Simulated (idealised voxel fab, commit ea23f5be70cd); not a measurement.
The following process module bears the name voxel plated lines.
In the cross-section labelled cut, the width is 265 nm and each square cell is 5 nm.
A cross-section in this document is a grid of square cells, and it is written down as bands, the top band listed before the ones below it; a band is made up of one or more rows of cells.
The entry gives the band's vertical extent as a top height and a bottom height in nm, then its horizontal make-up as materials from left to right, each with a width in nm. "air" stands for empty space; a single material marked "everywhere" fills the band edge to edge.
For the purposes of this specification, 0 denotes the height below which the wafer in its as-received condition is composed wholly of one material, and the lowermost band, lacking a lower limit, extends downward without end, as expressed in "0 down".
The two numbers in a width such as "30->40" mark its ends across the band: the first belongs to the top row of cells, the second to the bottom row, and from each row to the next the width moves by the same amount.
"stayed the same" -> step changed no cross-section cell.
"Enclosed internal cavities" specifies each empty space that is not open to the top and that occupies no fewer than 8 cells, using the form width x height at distance, the distance measured from the left edge and all three quantities in nm.
Step line, after settings: the simulator's comment on this step.
A step line may carry the setting "overlay nm", which, for steps involving a mask, states the distance by which the mask lay to the right of its intended position; negative values denote displacement to the left.

Here's what the planned process steps look like:
1. RECEIVE, material Si
2. CONFORMAL_DEP, material Al2O3, thk nm 10
3. DIRECTIONAL_DEP, material TiN, thk nm 5
4. PATTERN, tone open, mask id LINES, material resist, width nm 15, pitch nm 35, thk nm 20, overlay nm 0
5. EPI, material Ru, thk nm 5
6. STRIP, etch materials resist
7. DIRECTIONAL_ETCH, etch materials TiN, depth nm 5
8. CONFORMAL_DEP, material SiN, thk nm 10

As-received state of the wafer in cross-section, equivalent to post-step 1:
  0 down  Si everywhere
  Enclosed internal cavities: none

Here's the cross-section of the first of our two wafers at the end of the module - it ran as planned:
  30 to 20  80 nm air / 105 nm SiN / 80 nm air
  20 to 15  90 nm SiN / 15 nm Ru / 20 nm SiN / 15 nm Ru / 20 nm SiN / 15 nm Ru / 90 nm SiN
  15 to 10  90 nm SiN / 15 nm TiN / 20 nm SiN / 15 nm TiN / 20 nm SiN / 15 nm TiN / 90 nm SiN
  10 to 0  Al2O3 everywhere
  0 down  Si everywhere
  Enclosed internal cavities: none

Cross-sectional view of the second of two wafers upon completion of the module. This wafer shared its starting condition and process plan with the first; one error was made during its execution:
  20 to 15  90 nm air / 15 nm Ru / 20 nm air / 15 nm Ru / 20 nm air / 15 nm Ru / 90 nm air
  15 to 10  90 nm air / 15 nm TiN / 20 nm air / 15 nm TiN / 20 nm air / 15 nm TiN / 90 nm air
  10 to 0  Al2O3 everywhere
  0 down  Si everywhere
  Enclosed internal cavities: none
It is concluded that the wafer was processed incorrectly with respect to the plan, in that the plan's step 8 was left out and never carried out
Final tally in cells, some materials are higher or lower on the second wafer than on the first: SiN -130
